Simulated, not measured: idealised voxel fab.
The document below concerns the process module designated voxel quadruple lines.
Each square cell in cross-section cut measures 5 nm, and the section as a whole is 260 nm wide.
Notation: cross-section as square-cell grid; stated in bands, top first, going down; one or more cell rows per band.
Heights first: top, then bottom, in nm. Then materials, left to right, each with a width in nm. "edge to edge" on a single material: fills the band edge to edge. "empty": empty space.
Note: height 0 marks the level under which the wafer is uniformly one material as received. Lowest band unbounded below, written "0 and below".
Width "30 to 40": first value at the band's top row of cells, second value at its bottom row, equal change from row to row.
Key: "no change" - step with no changed cell in the cross-section.
For the entry "Enclosed cavities", the listed items are empty spaces with no open way to the top whose size is 8 cells or more; each item follows the pattern width x height at distance, where distance is from the left edge and all three are in nm.
The remark found on a step's line after its settings is issued by the simulator itself and pertains to that step.
You can add "overlay nm" to a step's line. For a step with a mask, it describes how far the mask lay to the right of its planned position, and a negative number describes a lay to the left.

**Steps in the process plan**
1,RECEIVE | material Si
2,CONFORMAL_DEP | material Al2O3 | thk nm 5
3,DIRECTIONAL_DEP | material Ru | thk nm 10
4,DIRECTIONAL_DEP | material polySi | thk nm 15
5,DIRECTIONAL_DEP | material aC | thk nm 25
6,PATTERN | tone cover | mask id MANDREL | material resist | width nm 20 | pitch nm 80 | thk nm 35 | overlay nm 0
7,DIRECTIONAL_ETCH | etch materials aC | depth nm 25
8,STRIP | etch materials resist
9,CONFORMAL_DEP | material SiO2 | thk nm 10
10,DIRECTIONAL_ETCH | etch materials SiO2 | depth nm 10
11,STRIP | etch materials aC
12,DIRECTIONAL_ETCH | etch materials polySi | depth nm 15
13,STRIP | etch materials SiO2
14,CONFORMAL_DEP | material SiCN | thk nm 10
15,DIRECTIONAL_ETCH | etch materials SiCN | depth nm 10
16,STRIP | etch materials polySi
17,DIRECTIONAL_ETCH | etch materials Ru | depth nm 10
18,STRIP | etch materials SiCN
varied across the wafers: width nm of step 6. The plan shows the first wafer's value. All wafers start alike

**The first of several wafers in cross-section, exactly as it reached us after step 1**
- 0 and below: Si edge to edge
- Enclosed cavities: none

**Cross-section after step 18, the final step of the module, for the first of several wafers**
- 15 down to 5: empty=60 / Ru=10 / empty=10 / Ru=20 / empty=10 / Ru=10 / empty=20 / Ru=10 / empty=10 / Ru=20 / empty=10 / Ru=10 / empty=60
- 5 down to 0: Al2O3 edge to edge
- 0 and below: Si edge to edge
- Enclosed cavities: none

**Showing the last wafer in cross-section at the end of the module**
- 15 down to 5: empty=50 / Ru=10 / empty=10 / Ru=10 / empty=25 / Ru=10 / empty=10 / Ru=15 / empty=10 / Ru=10 / empty=25 / Ru=10 / empty=10 / Ru=10 / empty=45
- 5 down to 0: Al2O3 edge to edge
- 0 and below: Si edge to edge
- Enclosed cavities: none

**For your reference, the table is organized with a row per wafer; each row reflects the wafer at the end of the module, indicating for each material the cells gained (+) or lost (-) since receipt, and thereafter its closed voids**
width nm 20 | +52 Al2O3 | +32 Ru | Enclosed cavities: none
width nm 25 | +52 Al2O3 | +32 Ru | Enclosed cavities: none
width nm 30 | +52 Al2O3 | +32 Ru | Enclosed cavities: none
width nm 35 | +52 Al2O3 | +32 Ru | Enclosed cavities: none
width nm 40 | +52 Al2O3 | +32 Ru | Enclosed cavities: none
width nm 45 | +52 Al2O3 | +30 Ru | Enclosed cavities: none
